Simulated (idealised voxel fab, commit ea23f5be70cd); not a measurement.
Herein follows the process module entitled voxel transistor to metal.
The cross-section on display is named cut; it measures 205 nm wide, and its cells are 5 nm squares.
We lay out every cross-section as a grid of square cells and spell it out in bands from the top down, where one band means one or more rows of cells.
First you get the band's top height and its bottom height, in nm, and then the materials it's made of, left to right, with each width in nm. If you see a single material with "everywhere", that one covers the band edge to edge. "empty" is empty space.
Counting heights begins at 0, where everything beneath is, in the wafer as received, one material. The lowest band has no bottom; it goes on downwards, as "0 -> down" shows.
The expression "30->40" gives the width at the extremes of the band, the first number at its top row of cells and the second at its bottom row, with the width changing by equal amounts from each row to the next in between.
Basically "changes: none" means that step didn't change any cell in the cross-section.
Any empty space of 8 cells or more lacking an open way to the top shows up in "Trapped voids" as width x height at distance, distance from the left edge, in nm.
Anything after a step's settings on that line? It's the simulator's own note about the step.
The setting "overlay nm" may be written on the line of a step. When the step uses a mask, the value reports how far to the right of the planned place the mask lay, and a negative value reports that it lay to the left.
# Process steps - plan
1: op RECEIVE | material Si
2: op OXIDIZE | depth nm 5
3: op CONFORMAL_DEP | material SiN | thk nm 15
4: op PATTERN | tone cover | mask id ACTIVE | material resist | width nm 105 | thk nm 20 | overlay nm 0
5: op DIRECTIONAL_ETCH | etch materials SiN | depth nm 15
6: op DIRECTIONAL_ETCH | etch materials SiO2 | depth nm 5
7: op DIRECTIONAL_ETCH | etch materials Si | depth nm 35
8: op STRIP | etch materials resist
9: op FILL_DEP | material SiO2 | thk nm 10
10: op CMP | height nm 15
11: op SELECTIVE_ETCH | etch materials SiO2 | depth nm 15
12: op STRIP | etch materials SiN
13: op SELECTIVE_ETCH | etch materials SiO2 | depth nm 5
14: op OXIDIZE | depth nm 5
15: op DIRECTIONAL_DEP | material polySi | thk nm 20
16: op DIRECTIONAL_DEP | material SiCN | thk nm 15
17: op MASKED_ETCH | tone cover | mask id GATE | width nm 35 | etch materials SiCN | depth nm 25 | overlay nm 0
18: op MASKED_ETCH | tone cover | mask id GATE | width nm 35 | etch materials polySi | depth nm 30 | overlay nm 0
19: op CONFORMAL_DEP | material SiN | thk nm 10
20: op DIRECTIONAL_ETCH | etch materials SiN | depth nm 10
21: op DIRECTIONAL_ETCH | etch materials SiO2 | depth nm 5
22: op DIRECTIONAL_ETCH | etch materials Si | depth nm 10
23: op EPI | material SiGe | thk nm 10
24: op FILL_DEP | material SiO2 | thk nm 5
25: op CMP | height nm 15
26: op STRIP | etch materials polySi
27: op SELECTIVE_ETCH | etch materials SiO2 | depth nm 5
28: op CONFORMAL_DEP | material HfO2 | thk nm 5
29: op CONFORMAL_DEP | material TiN | thk nm 5
30: op FILL_DEP | material W | thk nm 5
31: op CMP | height nm 10
32: op DIRECTIONAL_DEP | material SiO2 | thk nm 10
33: op MASKED_ETCH | tone open | mask id CONTACT | width nm 15 | pitch nm 80 | etch materials SiO2 | depth nm 30 | overlay nm 0
34: op CONFORMAL_DEP | material TiN | thk nm 5
35: op FILL_DEP | material W | thk nm 10
36: op CMP | height nm 20
37: op CONFORMAL_DEP | material SiCN | thk nm 5
38: op DIRECTIONAL_DEP | material SiO2 | thk nm 20
39: op DIRECTIONAL_DEP | material aC | thk nm 15
40: op PATTERN | tone open | mask id METAL_1 | material resist | width nm 15 | pitch nm 80 | thk nm 30 | overlay nm 0
41: op DIRECTIONAL_ETCH | etch materials aC | depth nm 15
42: op STRIP | etch materials resist
43: op DIRECTIONAL_ETCH | etch materials SiO2 | depth nm 20
44: op DIRECTIONAL_ETCH | etch materials SiCN | depth nm 5
45: op STRIP | etch materials aC
46: op CONFORMAL_DEP | material TiN | thk nm 5
47: op FILL_DEP | material W | thk nm 5
48: op CMP | height nm 45
49: op EPI | material Ru | thk nm 5
50: op FILL_DEP | material SiCN | thk nm 5
51: op DIRECTIONAL_DEP | material SiO2 | thk nm 25
52: op DIRECTIONAL_DEP | material aC | thk nm 15
53: op PATTERN | tone open | mask id METAL_2 | material resist | width nm 15 | pitch nm 80 | thk nm 35 | overlay nm 0
54: op DIRECTIONAL_ETCH | etch materials aC | depth nm 15
55: op STRIP | etch materials resist
56: op DIRECTIONAL_ETCH | etch materials SiO2 | depth nm 15
57: op STRIP | etch materials aC
58: op PATTERN | tone open | mask id METAL_2_HOLES | material resist | width nm 15 | pitch nm 80 | thk nm 20 | overlay nm 0
59: op DIRECTIONAL_ETCH | etch materials SiO2 | depth nm 10
60: op DIRECTIONAL_ETCH | etch materials SiCN | depth nm 5
61: op STRIP | etch materials resist
62: op CONFORMAL_DEP | material TiN | thk nm 5
63: op FILL_DEP | material Ru | thk nm 5
64: op CMP | height nm 80
65: op CONFORMAL_DEP | material SiCN | thk nm 5
# Wafer at receipt (post step 1), cross-section
0 -> down = Si everywhere
Trapped voids: none
# The following cross-section depicts the wafer upon conclusion of the module. Processing commenced from the starting condition illustrated above and adhered to the plan illustrated above, save for one mistake in execution
85 -> 80 = SiCN everywhere
80 -> 75 = Ru everywhere
75 -> 70 = Ru: 50, then TiN: 25, then Ru: 55, then TiN: 25, then Ru: 50
70 -> 65 = TiN: 55, then SiO2: 15, then TiN: 65, then SiO2: 15, then TiN: 55
65 -> 55 = SiO2 everywhere
55 -> 50 = SiCN everywhere
50 -> 45 = SiCN: 50, then Ru: 25, then SiCN: 55, then Ru: 25, then SiCN: 50
45 -> 25 = SiO2: 55, then TiN: 5, then W: 5, then TiN: 5, then SiO2: 65, then TiN: 5, then W: 5, then TiN: 5, then SiO2: 55
25 -> 20 = SiCN: 55, then TiN: 15, then SiCN: 65, then TiN: 15, then SiCN: 55
20 -> 10 = SiO2: 55, then TiN: 5, then W: 5, then TiN: 5, then SiO2: 65, then TiN: 5, then W: 5, then TiN: 5, then SiO2: 55
10 -> 5 = SiO2: 55, then TiN: 5, then W: 5, then TiN: 5, then SiO2: 5, then SiN: 10, then HfO2: 5, then TiN: 5, then W: 15, then TiN: 5, then HfO2: 5, then SiN: 10, then SiO2: 5, then TiN: 5, then W: 5, then TiN: 5, then SiO2: 55
5 -> 0 = SiO2: 55, then TiN: 15, then SiO2: 5, then SiN: 10, then HfO2: 5, then TiN: 5, then W: 15, then TiN: 5, then HfO2: 5, then SiN: 10, then SiO2: 5, then TiN: 15, then SiO2: 55
0 -> -5 = SiO2: 55, then TiN: 10, then SiGe: 10, then SiN: 10, then HfO2: 5, then TiN: 25, then HfO2: 5, then SiN: 10, then SiGe: 10, then TiN: 10, then SiO2: 55
-5 -> -10 = SiO2: 55, then TiN: 10, then SiGe: 10, then SiO2: 5, then HfO2: 45, then SiO2: 5, then SiGe: 10, then TiN: 10, then SiO2: 55
-10 -> -20 = SiO2: 50, then SiGe: 25, then Si: 55, then SiGe: 25, then SiO2: 50
-20 -> -40 = SiO2: 50, then Si: 105, then SiO2: 50
-40 -> down = Si everywhere
Trapped voids: none
In executing the process, a mistake was made relative to the plan: planned and actual differ for step 53; actual: op PATTERN | tone cover | mask id METAL_2 | material resist | width nm 15 | pitch nm 80 | thk nm 35 | overlay nm 0
